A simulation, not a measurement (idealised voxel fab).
This is a process module. Its name is voxel air gaps.
Cross-sectional view cut (width: 280 nm; square cell size: 5 nm).
Notation: cross-section as square-cell grid; stated in bands, top first, going down; one or more cell rows per band.
Read a band's entry like this: the first values are the height of its top and the height of its bottom in nm, and what follows is the sequence of materials from left to right, each with its width in nm. Note that "air" is empty space, and that a single material marked "full width" reaches across the band from edge to edge.
Zero point of the height axis is 0; under it, received wafer = one material. Lowest band: continues down indefinitely, "z 0 and below".
The notation "30->40" denotes a width that varies across the rows of cells in the band, beginning at the first number in the top row, finishing at the second number in the bottom row, and changing by an identical amount from each row to the next.
Where a step carries "all unchanged", the cross-section came out of it unchanged, cell for cell.
In "Trapped void list" the enclosed voids are listed, meaning empty spaces of 8 cells or larger without any opening to the top. The form is width x height at distance, distance from the left edge, units nm.
Read whatever lies past the settings on a step's line as the simulator's own remark about the step.
overlay nm: for a step with a mask, the amount by which the mask lay right of where it was planned; a negative amount means left of it.
These are the steps we planned for the process:
1) RECEIVE with material Si
2) CONFORMAL_DEP with material SiO2, thk nm 15
3) CONFORMAL_DEP with material SiCN, thk nm 5
4) DIRECTIONAL_DEP with material lowk, thk nm 30
5) DIRECTIONAL_DEP with material aC, thk nm 15
6) PATTERN with tone open, mask id LINES, material resist, width nm 20, pitch nm 50, thk nm 30, overlay nm 0
7) DIRECTIONAL_ETCH with etch materials aC, depth nm 15
8) STRIP with etch materials resist
9) DIRECTIONAL_ETCH with etch materials lowk, depth nm 30
10) STRIP with etch materials aC
11) CONFORMAL_DEP with material TiN, thk nm 5
12) FILL_DEP with material Cu, thk nm 5
13) CMP with height nm 50
14) EPI with material Ru, thk nm 10
15) SELECTIVE_ETCH with etch materials lowk, depth nm 40
16) CONFORMAL_DEP with material SiCN, thk nm 5
Delivered wafer in cross-section: state after step 1:
	z 0 and below | Si full width
	Trapped void list: none
Cross-sectional image of the first of two wafers at the end of the module, the run having proceeded as planned:
	z 65 to 60 | 40 nm air / 200 nm SiCN / 40 nm air
	z 60 to 50 | 40 nm air / 5 nm SiCN / 40 nm Ru / 10 nm SiCN / 40 nm Ru / 10 nm SiCN / 40 nm Ru / 10 nm SiCN / 40 nm Ru / 5 nm SiCN / 40 nm air
	z 50 to 45 | 40 nm air / 15 nm SiCN / 5 nm TiN / 10 nm Cu / 5 nm TiN / 30 nm SiCN / 5 nm TiN / 10 nm Cu / 5 nm TiN / 30 nm SiCN / 5 nm TiN / 10 nm Cu / 5 nm TiN / 30 nm SiCN / 5 nm TiN / 10 nm Cu / 5 nm TiN / 15 nm SiCN / 40 nm air
	z 45 to 25 | 50 nm air / 5 nm SiCN / 5 nm TiN / 10 nm Cu / 5 nm TiN / 5 nm SiCN / 20 nm air / 5 nm SiCN / 5 nm TiN / 10 nm Cu / 5 nm TiN / 5 nm SiCN / 20 nm air / 5 nm SiCN / 5 nm TiN / 10 nm Cu / 5 nm TiN / 5 nm SiCN / 20 nm air / 5 nm SiCN / 5 nm TiN / 10 nm Cu / 5 nm TiN / 5 nm SiCN / 50 nm air
	z 25 to 20 | 55 nm SiCN / 20 nm TiN / 30 nm SiCN / 20 nm TiN / 30 nm SiCN / 20 nm TiN / 30 nm SiCN / 20 nm TiN / 55 nm SiCN
	z 20 to 15 | SiCN full width
	z 15 to 0 | SiO2 full width
	z 0 and below | Si full width
	Trapped void list: 20 x 20 at 80; 20 x 20 at 130; 20 x 20 at 180
Here's the second of our two wafers sectioned at module end. Same start as the first, same plan, but one mistake got made running it:
	z 65 to 60 | 45 nm air / 45 nm SiCN / 5 nm air / 45 nm SiCN / 5 nm air / 45 nm SiCN / 5 nm air / 45 nm SiCN / 40 nm air
	z 60 to 50 | 45 nm air / 5 nm SiCN / 35 nm Ru / 5 nm SiCN / 5 nm air / 5 nm SiCN / 35 nm Ru / 5 nm SiCN / 5 nm air / 5 nm SiCN / 35 nm Ru / 5 nm SiCN / 5 nm air / 5 nm SiCN / 35 nm Ru / 5 nm SiCN / 40 nm air
	z 50 to 45 | 45 nm air / 15 nm SiCN / 5 nm TiN / 5 nm Cu / 5 nm TiN / 15 nm SiCN / 5 nm air / 15 nm SiCN / 5 nm TiN / 5 nm Cu / 5 nm TiN / 15 nm SiCN / 5 nm air / 15 nm SiCN / 5 nm TiN / 5 nm Cu / 5 nm TiN / 15 nm SiCN / 5 nm air / 15 nm SiCN / 5 nm TiN / 5 nm Cu / 5 nm TiN / 15 nm SiCN / 40 nm air
	z 45 to 25 | 55 nm air / 5 nm SiCN / 5 nm TiN / 5 nm Cu / 5 nm TiN / 5 nm SiCN / 25 nm air / 5 nm SiCN / 5 nm TiN / 5 nm Cu / 5 nm TiN / 5 nm SiCN / 25 nm air / 5 nm SiCN / 5 nm TiN / 5 nm Cu / 5 nm TiN / 5 nm SiCN / 25 nm air / 5 nm SiCN / 5 nm TiN / 5 nm Cu / 5 nm TiN / 5 nm SiCN / 50 nm air
	z 25 to 20 | 60 nm SiCN / 15 nm TiN / 35 nm SiCN / 15 nm TiN / 35 nm SiCN / 15 nm TiN / 35 nm SiCN / 15 nm TiN / 55 nm SiCN
	z 20 to 15 | SiCN full width
	z 15 to 0 | SiO2 full width
	z 0 and below | Si full width
	Trapped void list: none
what went wrong: step 6 went in with a setting other than planned; the actual run was PATTERN with tone open, mask id LINES, material resist, width nm 15, pitch nm 50, thk nm 30, overlay nm 0
at the end the second wafer has, in cells: 20 fewer of Cu | 8 fewer of Ru | 4 fewer of TiN
Final count of closed voids per wafer: 3 in the first, 0 in the second.
